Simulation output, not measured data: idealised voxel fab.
Process module, titled voxel self aligned vias
Square cells of 5 nm make up the cross-section cut, whose width is 290 nm.
In this document a cross-section is written as a grid of square cells. It is given as a series of bands, listed from the top down, and a band is one or more rows of cells. Heads up on the band format: heights come first, top then bottom, in nm. After that it's the materials left to right, each with its width in nm. A single material flagged "edge to edge" fills the whole band edge to edge, and "empty" means there's empty space there. Heads up on the height convention: 0 is the point under which the incoming wafer is all one material, and the lowest band has no bottom, it just keeps going down, like "z 0 and below". The width entry "30->40" should be interpreted row by row: the top row of cells in the band takes the first number, the bottom row takes the second number, and the change between adjacent rows is uniform throughout. The cross-section has no changed cell in any step marked "nothing changed". The list in "Fully closed voids" covers empty spaces of 8 cells or more that cannot reach the top through any open way, and it gives each as width x height at distance; the distance is from the left edge, and width, height and distance are in nm. Where a step's line continues beyond its settings, the continuation is a remark by the simulator itself on that step. "overlay nm" on a masked step: distance the mask lay right of its planned place, negative for left.

## Planned process steps
1: RECEIVE, material Si
2: CONFORMAL_DEP, material SiO2, thk nm 15
3: CONFORMAL_DEP, material SiCN, thk nm 5
4: DIRECTIONAL_DEP, material SiO2, thk nm 20
5: MASKED_ETCH, tone open, mask id LINES, width nm 25, pitch nm 70, etch materials SiO2, depth nm 20, overlay nm 0
6: CONFORMAL_DEP, material TiN, thk nm 5
7: FILL_DEP, material Ru, thk nm 10
8: CMP, height nm 40
9: SELECTIVE_ETCH, etch materials W Ru TiN, depth nm 10
10: FILL_DEP, material SiN, thk nm 5
11: CMP, height nm 40
12: DIRECTIONAL_DEP, material SiO2, thk nm 20
13: PATTERN, tone open, mask id VIAS, material resist, width nm 45, thk nm 20, overlay nm 0
14: DIRECTIONAL_ETCH, etch materials SiO2, depth nm 20
15: DIRECTIONAL_ETCH, etch materials SiN, depth nm 10
16: STRIP, etch materials resist
17: CONFORMAL_DEP, material TiN, thk nm 5
18: FILL_DEP, material W, thk nm 5
19: CMP, height nm 60
20: CONFORMAL_DEP, material SiN, thk nm 5

## Wafer as received: cross-section following step 1
	z 0 and below = Si edge to edge
	Fully closed voids: none

## The first of the two wafers as seen in cross-section once the module was finished; processing followed the plan
	z 65 to 60 = SiN edge to edge
	z 60 to 45 = SiO2 85 nm, TiN 5 nm, W 35 nm, TiN 5 nm, SiO2 160 nm
	z 45 to 40 = SiO2 85 nm, TiN 15 nm, W 15 nm, TiN 15 nm, SiO2 160 nm
	z 40 to 35 = SiO2 95 nm, TiN 5 nm, W 15 nm, TiN 5 nm, SiO2 45 nm, SiN 25 nm, SiO2 100 nm
	z 35 to 30 = SiO2 95 nm, TiN 25 nm, SiO2 45 nm, SiN 25 nm, SiO2 100 nm
	z 30 to 25 = SiO2 95 nm, TiN 5 nm, Ru 15 nm, TiN 5 nm, SiO2 45 nm, TiN 5 nm, Ru 15 nm, TiN 5 nm, SiO2 100 nm
	z 25 to 20 = SiO2 95 nm, TiN 25 nm, SiO2 45 nm, TiN 25 nm, SiO2 100 nm
	z 20 to 15 = SiCN edge to edge
	z 15 to 0 = SiO2 edge to edge
	z 0 and below = Si edge to edge
	Fully closed voids: none

## Wafer two, sectioned after the module: the first wafer's start, the first wafer's plan, and one mistake in how it was run
	z 65 to 60 = SiN edge to edge
	z 60 to 45 = SiO2 85 nm, TiN 5 nm, W 35 nm, TiN 5 nm, SiO2 160 nm
	z 45 to 40 = SiO2 85 nm, TiN 45 nm, SiO2 160 nm
	z 40 to 35 = SiCN edge to edge
	z 35 to 0 = SiO2 edge to edge
	z 0 and below = Si edge to edge
	Fully closed voids: none
Diagnosis: steps 3 and 4 were swapped
Materials where the second wafer ends with more or fewer cells than the first: Ru -6; SiN -10; SiO2 +40; TiN -18; W -6
